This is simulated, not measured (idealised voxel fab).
The name of this process module is voxel wiring stack.
Section shown: cut. Width: 165 nm. Cell size: 5 nm, square.
For the purposes of this document, a cross-section shall be understood as a grid of square cells, specified as bands listed in top-to-bottom order, each band consisting of one or more rows of cells.
The band entry comprises the height of the band's top followed by the height of its bottom, expressed in nm, and subsequently the band's materials from left to right, each stated together with its width in nm. Where a single material is marked with the word "all across", that material fills the band from edge to edge. The word "blank" represents empty space.
Counting heights begins at 0, where everything beneath is, in the wafer as received, one material. The lowest band has no bottom; it goes on downwards, as "from 0 down" shows.
A width such as "30..40" changes by the same amount from each row of cells to the next, from the band's top row to its bottom row.
It should be understood that the words "all unchanged", when stated for a given step, signify that the cross-section underwent no change in any of its cells during that step.
"Sealed void listing": empty spaces of 8 cells or more with no open way to the top, each given as width x height at distance, distance from the left edge, all in nm.
Read whatever lies past the settings on a step's line as the simulator's own remark about the step.
overlay nm: how far to the right of its planned place the mask lay on this masked step (negative: to the left).
The process steps that were planned are listed below:
| 1 | RECEIVE: material Si |
| 2 | CONFORMAL_DEP: material SiO2, thk nm 10 |
| 3 | DIRECTIONAL_DEP: material TiN, thk nm 5 |
| 4 | DIRECTIONAL_DEP: material Ru, thk nm 25 |
| 5 | DIRECTIONAL_DEP: material aC, thk nm 15 |
| 6 | PATTERN: tone cover, mask id METAL_1, material resist, width nm 25, pitch nm 45, thk nm 35, overlay nm 0 |
| 7 | DIRECTIONAL_ETCH: etch materials aC, depth nm 15 |
| 8 | STRIP: etch materials resist |
| 9 | DIRECTIONAL_ETCH: etch materials Ru, depth nm 25 |
| 10 | DIRECTIONAL_ETCH: etch materials TiN, depth nm 5 |
| 11 | STRIP: etch materials aC |
| 12 | FILL_DEP: material SiO2, thk nm 5 |
| 13 | CMP: height nm 40 |
| 14 | CONFORMAL_DEP: material SiCN, thk nm 5 |
| 15 | DIRECTIONAL_DEP: material SiO2, thk nm 15 |
| 16 | DIRECTIONAL_DEP: material aC, thk nm 10 |
| 17 | PATTERN: tone open, mask id PLUG_1, material resist, width nm 15, thk nm 30, overlay nm 0 |
| 18 | DIRECTIONAL_ETCH: etch materials aC, depth nm 10 |
| 19 | STRIP: etch materials resist |
| 20 | DIRECTIONAL_ETCH: etch materials SiO2, depth nm 15 |
| 21 | DIRECTIONAL_ETCH: etch materials SiCN, depth nm 5 |
| 22 | STRIP: etch materials aC |
| 23 | CONFORMAL_DEP: material TiN, thk nm 5 |
| 24 | FILL_DEP: material W, thk nm 10 |
| 25 | CMP: height nm 60 |
| 26 | DIRECTIONAL_DEP: material TiN, thk nm 5 |
| 27 | DIRECTIONAL_DEP: material W, thk nm 20 |
| 28 | DIRECTIONAL_DEP: material aC, thk nm 10 |
| 29 | PATTERN: tone cover, mask id METAL_2, material resist, width nm 15, pitch nm 45, thk nm 30, overlay nm 0 |
| 30 | DIRECTIONAL_ETCH: etch materials aC, depth nm 10 |
| 31 | STRIP: etch materials resist |
| 32 | DIRECTIONAL_ETCH: etch materials W, depth nm 20 |
| 33 | DIRECTIONAL_ETCH: etch materials TiN, depth nm 5 |
| 34 | STRIP: etch materials aC |
| 35 | CONFORMAL_DEP: material SiCN, thk nm 5 |
| 36 | FILL_DEP: material SiO2, thk nm 5 |
| 37 | CMP: height nm 85 |
| 38 | CONFORMAL_DEP: material SiCN, thk nm 5 |
The value of width nm given for step 29 in the plan refers to the first wafer; the wafers vary in this setting and are alike at the start.
First wafer of several, as received: cross-section after step 1:
* from 0 down | Si all across
* Sealed void listing: none
Below is a per-wafer table. In it, each row describes the wafer at the end of the module by giving, for each material, the number of cells gained (+) or lost (-) since the wafer was received, and after that the closed voids of the wafer:
width nm 15, +50 Ru, +106 SiCN, +386 SiO2, +25 TiN, +27 W, Sealed void listing: none
width nm 20, +50 Ru, +104 SiCN, +378 SiO2, +27 TiN, +35 W, Sealed void listing: none
width nm 25, +50 Ru, +102 SiCN, +370 SiO2, +29 TiN, +43 W, Sealed void listing: none
width nm 30, +50 Ru, +100 SiCN, +362 SiO2, +31 TiN, +51 W, Sealed void listing: none
